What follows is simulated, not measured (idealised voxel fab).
The following is a process module called voxel wiring stack.
The cross-section shown here is cut; it is 230 nm wide and divided into square cells measuring 5 nm on a side.
Just so we're on the same page, the cross-sections are grids of square cells, and they're listed out in bands top to bottom, each band one or more rows deep. Look at the band entry: it leads with the top's height and the bottom's height in nm. Then it lists the materials left to right, with a width in nm for each. The word "everywhere" on a single material says that material fills the band edge to edge. The word "empty" is empty space. Heights are reckoned from 0. Under this level, the received wafer is all of one material. The bottommost band is open-ended downward, for example "0 nm and below". Note: "30->40" means the width goes from the first number (top row of the band) to the second number (bottom row) in equal steps per row of cells. When a step is marked "same as before", none of the cells in the cross-section changed during that step. The label "Enclosed void inventory" introduces a list of the empty spaces, 8 cells or larger, that have no open way up to the top; each entry in it reads width x height at distance, where the distance is taken from the left edge and all three are stated in nm. Note: text after step settings on the step line = simulator remark on that step. overlay nm: mask right of planned place by this much (step with mask). Neg. = left.

Here's what the planned process steps look like:
- 1: RECEIVE,material Si
- 2: CONFORMAL_DEP,material SiO2,thk nm 10
- 3: DIRECTIONAL_DEP,material TiN,thk nm 5
- 4: DIRECTIONAL_DEP,material W,thk nm 20
- 5: DIRECTIONAL_DEP,material aC,thk nm 15
- 6: PATTERN,tone cover,mask id METAL_1,material resist,width nm 30,pitch nm 50,thk nm 35,overlay nm 0
- 7: DIRECTIONAL_ETCH,etch materials aC,depth nm 15
- 8: STRIP,etch materials resist
- 9: DIRECTIONAL_ETCH,etch materials W,depth nm 20
- 10: DIRECTIONAL_ETCH,etch materials TiN,depth nm 5
- 11: STRIP,etch materials aC
- 12: FILL_DEP,material SiO2,thk nm 5
- 13: CMP,height nm 35
- 14: CONFORMAL_DEP,material SiCN,thk nm 5
- 15: DIRECTIONAL_DEP,material SiO2,thk nm 25
- 16: DIRECTIONAL_DEP,material aC,thk nm 15
- 17: PATTERN,tone open,mask id METAL_2,material resist,width nm 30,pitch nm 50,thk nm 35,overlay nm 0
- 18: DIRECTIONAL_ETCH,etch materials aC,depth nm 15
- 19: STRIP,etch materials resist
- 20: DIRECTIONAL_ETCH,etch materials SiO2,depth nm 15
- 21: STRIP,etch materials aC
- 22: PATTERN,tone open,mask id METAL_2_HOLES,material resist,width nm 15,pitch nm 50,thk nm 20,overlay nm 0
- 23: DIRECTIONAL_ETCH,etch materials SiO2,depth nm 10
- 24: DIRECTIONAL_ETCH,etch materials SiCN,depth nm 5
- 25: STRIP,etch materials resist
- 26: CONFORMAL_DEP,material TiN,thk nm 5
- 27: FILL_DEP,material Cu,thk nm 5
- 28: CMP,height nm 65
- 29: CONFORMAL_DEP,material SiCN,thk nm 5
- 30: DIRECTIONAL_DEP,material SiO2,thk nm 30
- 31: DIRECTIONAL_DEP,material aC,thk nm 10
- 32: PATTERN,tone open,mask id METAL_3_HOLES,material resist,width nm 15,pitch nm 50,thk nm 30,overlay nm 0
- 33: DIRECTIONAL_ETCH,etch materials aC,depth nm 10
- 34: STRIP,etch materials resist
- 35: DIRECTIONAL_ETCH,etch materials SiO2,depth nm 30
- 36: STRIP,etch materials aC
- 37: DIRECTIONAL_DEP,material aC,thk nm 15
- 38: PATTERN,tone open,mask id METAL_3,material resist,width nm 30,pitch nm 50,thk nm 35,overlay nm 0
- 39: DIRECTIONAL_ETCH,etch materials aC,depth nm 15
- 40: STRIP,etch materials resist
- 41: DIRECTIONAL_ETCH,etch materials SiO2,depth nm 20
- 42: DIRECTIONAL_ETCH,etch materials SiCN,depth nm 5
- 43: STRIP,etch materials aC
- 44: CONFORMAL_DEP,material TiN,thk nm 5
- 45: FILL_DEP,material Cu,thk nm 10
- 46: CMP,height nm 100
- 47: CONFORMAL_DEP,material SiN,thk nm 5

As received (post step 1): cross-section:
  0 nm and below: Si everywhere
  Enclosed void inventory: none

Final cross-section, module run with one mistake (start and plan as above):
  105 nm to 100 nm: SiN everywhere
  100 nm to 85 nm: SiO2 75 nm; TiN 5 nm; Cu 15 nm; TiN 5 nm; SiO2 25 nm; TiN 5 nm; Cu 15 nm; TiN 5 nm; SiO2 80 nm
  85 nm to 75 nm: SiO2 75 nm; TiN 5 nm; Cu 5 nm; TiN 15->5 nm; SiO2 25->35 nm; TiN 5 nm; Cu 5 nm; TiN 15->5 nm; SiO2 80->90 nm
  75 nm to 70 nm: SiO2 75 nm; TiN 15 nm; SiO2 35 nm; TiN 15 nm; SiO2 90 nm
  70 nm to 65 nm: SiCN 80 nm; TiN 10 nm; SiCN 40 nm; TiN 10 nm; SiCN 90 nm
  65 nm to 55 nm: SiO2 75 nm; TiN 5 nm; Cu 20 nm; TiN 5 nm; SiO2 20 nm; TiN 5 nm; Cu 20 nm; TiN 5 nm; SiO2 75 nm
  55 nm to 50 nm: SiO2 75 nm; TiN 5 nm; Cu 5 nm; TiN 20 nm; SiO2 20 nm; TiN 5 nm; Cu 5 nm; TiN 20 nm; SiO2 75 nm
  50 nm to 40 nm: SiO2 75 nm; TiN 5 nm; Cu 5 nm; TiN 5 nm; SiO2 35 nm; TiN 5 nm; Cu 5 nm; TiN 5 nm; SiO2 90 nm
  40 nm to 35 nm: SiCN 75 nm; TiN 15 nm; SiCN 35 nm; TiN 15 nm; SiCN 90 nm
  35 nm to 15 nm: SiO2 75 nm; W 30 nm; SiO2 20 nm; W 30 nm; SiO2 75 nm
  15 nm to 10 nm: SiO2 75 nm; TiN 30 nm; SiO2 20 nm; TiN 30 nm; SiO2 75 nm
  10 nm to 0 nm: SiO2 everywhere
  0 nm and below: Si everywhere
  Enclosed void inventory: none
Here's what went sideways: step 38 ran as: PATTERN,tone open,mask id METAL_3,material resist,width nm 20,pitch nm 50,thk nm 35,overlay nm 0
